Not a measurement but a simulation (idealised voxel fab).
The process module that follows is named voxel released beams.
Section shown: cut. Width: 220 nm. Cell size: 5 nm, square.
The cross-sections in this document take the form of a grid made of square cells. They are written out as bands, in order from top to bottom. Each band consists of one or more rows of cells.
First you get the band's top height and its bottom height, in nm, and then the materials it's made of, left to right, with each width in nm. If you see a single material with "edge to edge", that one covers the band edge to edge. "air" is empty space.
Beneath 0, the wafer as received is one material, and that level is where height counting begins. The lowest band goes on downward without a bottom; it is written like "z 0 and below".
Graded width ("30->40"): value in top row of band = first number; value in bottom row = second number; row-to-row change constant.
"remained the same", as given for a step, is the statement that not any cell of the cross-section underwent a change during that step.
Look at "Enclosed internal cavities" for the closed voids: empty spaces with no open path to the top, sized 8 cells or up. Each is width x height at distance, distance from the left edge, all nm.
Whatever follows a step's settings on its line is a remark the simulator itself makes about that step.
Steps that use a mask can have "overlay nm" on their line. It says how far the mask sat to the right of where it was meant to be. Negative means to the left.
These are the steps we planned for the process:
step 1: RECEIVE [material Si]
step 2: CONFORMAL_DEP [material Al2O3] [thk nm 5]
step 3: DIRECTIONAL_DEP [material SiO2] [thk nm 10]
step 4: DIRECTIONAL_DEP [material aC] [thk nm 15]
step 5: PATTERN [tone open] [mask id ANCHOR] [material resist] [width nm 35] [thk nm 35] [overlay nm 0]
step 6: DIRECTIONAL_ETCH [etch materials aC] [depth nm 15]
step 7: STRIP [etch materials resist]
step 8: DIRECTIONAL_ETCH [etch materials SiO2] [depth nm 10]
step 9: STRIP [etch materials aC]
step 10: CONFORMAL_DEP [material polySi] [thk nm 10]
step 11: DIRECTIONAL_DEP [material aC] [thk nm 15]
step 12: PATTERN [tone cover] [mask id BEAM] [material resist] [width nm 85] [thk nm 30] [overlay nm 0]
step 13: DIRECTIONAL_ETCH [etch materials aC] [depth nm 15]
step 14: STRIP [etch materials resist]
step 15: DIRECTIONAL_ETCH [etch materials polySi] [depth nm 10]
step 16: STRIP [etch materials aC]
step 17: STRIP [etch materials SiO2]
Cross-section of the wafer as it came to us, i.e., already through step 1:
z 0 and below | Si edge to edge
Enclosed internal cavities: none
Module complete, cross-section. Starting point and plan per above. One mistake made in running the module:
z 25 to 15 | air (65), then polySi (15), then air (20), then polySi (50), then air (70)
z 15 to 5 | air (70), then polySi (40), then air (110)
z 5 to 0 | Al2O3 edge to edge
z 0 and below | Si edge to edge
Enclosed internal cavities: none
Where did the run depart from the plan? step 5 ran differently from the plan; actual operation with settings: PATTERN [tone open] [mask id ANCHOR] [material resist] [width nm 40] [thk nm 35] [overlay nm 0]
